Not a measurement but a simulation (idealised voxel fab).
The process module that follows is named voxel wiring stack.
It is cross-section cut that appears here, measuring 190 nm in width, its square cells being 5 nm in size.
How to read a cross-section here: the picture is a grid of square cells, written as bands going from the top down, and any band can span one or more rows of cells.
What a band's entry tells you: where the top is and where the bottom is, as heights in nm, and after that what lies inside, material by material from left to right, each with its width in nm. Empty space is written as the word "air", and a single material marked with the word "edge to edge" occupies the band from edge to edge.
The reference from which all heights are counted is 0, the level beneath which the as-received wafer is entirely one material; the lowest band, having no lower bound, proceeds downward and is written after the example "0..down".
Top row gets the first number, bottom row gets the second, and each row in between changes by the same step: that is how a band width like "30 to 40" works.
"no alteration" -> step changed no cross-section cell.
The entry titled "Sealed cavities" provides the empty spaces that have no open way to the top, restricted to those of 8 cells or more. Each is presented as width x height at distance, the distance being measured from the left edge, with all three in nm.
What comes after the settings on a step's line is commentary from the simulator itself on that step.
"overlay nm" answers the question of how far to the right of plan the mask lay on a step that has a mask, and when it is negative the answer is to the left.
The steps planned for the process are as follows:
1) RECEIVE [material Si]
2) CONFORMAL_DEP [material SiO2] [thk nm 10]
3) DIRECTIONAL_DEP [material TiN] [thk nm 5]
4) DIRECTIONAL_DEP [material Ru] [thk nm 20]
5) PATTERN [tone cover] [mask id METAL_1] [material resist] [width nm 20] [pitch nm 45] [thk nm 20] [overlay nm 0]
6) DIRECTIONAL_ETCH [etch materials Ru] [depth nm 20]
7) DIRECTIONAL_ETCH [etch materials TiN] [depth nm 5]
8) STRIP [etch materials resist]
9) CONFORMAL_DEP [material SiN] [thk nm 5]
10) FILL_DEP [material SiO2] [thk nm 5]
11) CMP [height nm 35]
12) CONFORMAL_DEP [material SiCN] [thk nm 5]
13) DIRECTIONAL_DEP [material lowk] [thk nm 35]
14) DIRECTIONAL_DEP [material aC] [thk nm 10]
15) PATTERN [tone open] [mask id METAL_2] [material resist] [width nm 20] [pitch nm 45] [thk nm 25] [overlay nm 0]
16) DIRECTIONAL_ETCH [etch materials aC] [depth nm 10]
17) STRIP [etch materials resist]
18) DIRECTIONAL_ETCH [etch materials lowk] [depth nm 20]
19) STRIP [etch materials aC]
20) MASKED_ETCH [tone open] [mask id METAL_2_HOLES] [width nm 15] [pitch nm 45] [etch materials lowk] [depth nm 15] [overlay nm 0]
21) MASKED_ETCH [tone open] [mask id METAL_2_HOLES] [width nm 15] [pitch nm 45] [etch materials SiCN] [depth nm 5] [overlay nm 0]
22) CONFORMAL_DEP [material TiN] [thk nm 5]
23) FILL_DEP [material Cu] [thk nm 5]
24) CMP [height nm 75]
25) CONFORMAL_DEP [material SiN] [thk nm 5]
Wafer cross-section on receipt, i.e. after step 1:
	0..down: Si edge to edge
	Sealed cavities: none
Module complete - cross-section of the first of two wafers, run according to plan:
	80..75: SiN edge to edge
	75..60: lowk: 60; TiN: 5; Cu: 10; TiN: 5; lowk: 25; TiN: 5; Cu: 10; TiN: 5; lowk: 65
	60..55: lowk: 60; TiN: 5; Cu: 5; TiN: 10; lowk: 25; TiN: 5; Cu: 5; TiN: 10; lowk: 65
	55..40: lowk: 60; TiN: 5; Cu: 5; TiN: 5; lowk: 30; TiN: 5; Cu: 5; TiN: 5; lowk: 70
	40..35: SiCN: 60; TiN: 15; SiCN: 30; TiN: 15; SiCN: 70
	35..15: SiO2: 55; SiN: 5; Ru: 20; SiN: 5; SiO2: 15; SiN: 5; Ru: 20; SiN: 5; SiO2: 60
	15..10: SiN: 60; TiN: 20; SiN: 25; TiN: 20; SiN: 65
	10..0: SiO2 edge to edge
	0..down: Si edge to edge
	Sealed cavities: none
Here's the second of our two wafers sectioned at module end. Same start as the first, same plan, but one mistake got made running it:
	80..75: SiN edge to edge
	75..60: lowk: 60; TiN: 5; Cu: 10; TiN: 5; lowk: 25; TiN: 5; Cu: 10; TiN: 5; lowk: 65
	60..55: lowk: 60; TiN: 5; Cu: 5; TiN: 10; lowk: 25; TiN: 5; Cu: 5; TiN: 10; lowk: 65
	55..40: lowk: 60; TiN: 5; Cu: 5; TiN: 5; lowk: 30; TiN: 5; Cu: 5; TiN: 5; lowk: 70
	40..35: SiCN: 60; TiN: 15; SiCN: 30; TiN: 15; SiCN: 70
	35..15: SiO2: 60; SiN: 5; Ru: 15; SiN: 5; SiO2: 20; SiN: 5; Ru: 15; SiN: 5; SiO2: 60
	15..10: SiN: 65; TiN: 15; SiN: 30; TiN: 15; SiN: 65
	10..0: SiO2 edge to edge
	0..down: Si edge to edge
	Sealed cavities: none
The plan and the run diverged here: it should be noted that step 5 was executed with settings other than those planned, the operation and settings actually applied being PATTERN [tone cover] [mask id METAL_1] [material resist] [width nm 15] [pitch nm 45] [thk nm 20] [overlay nm 0]
Wrapping up, a cell-based count of both wafers puts the second over or under the first for these materials: -8 Ru; +2 SiN; +8 SiO2; -2 TiN
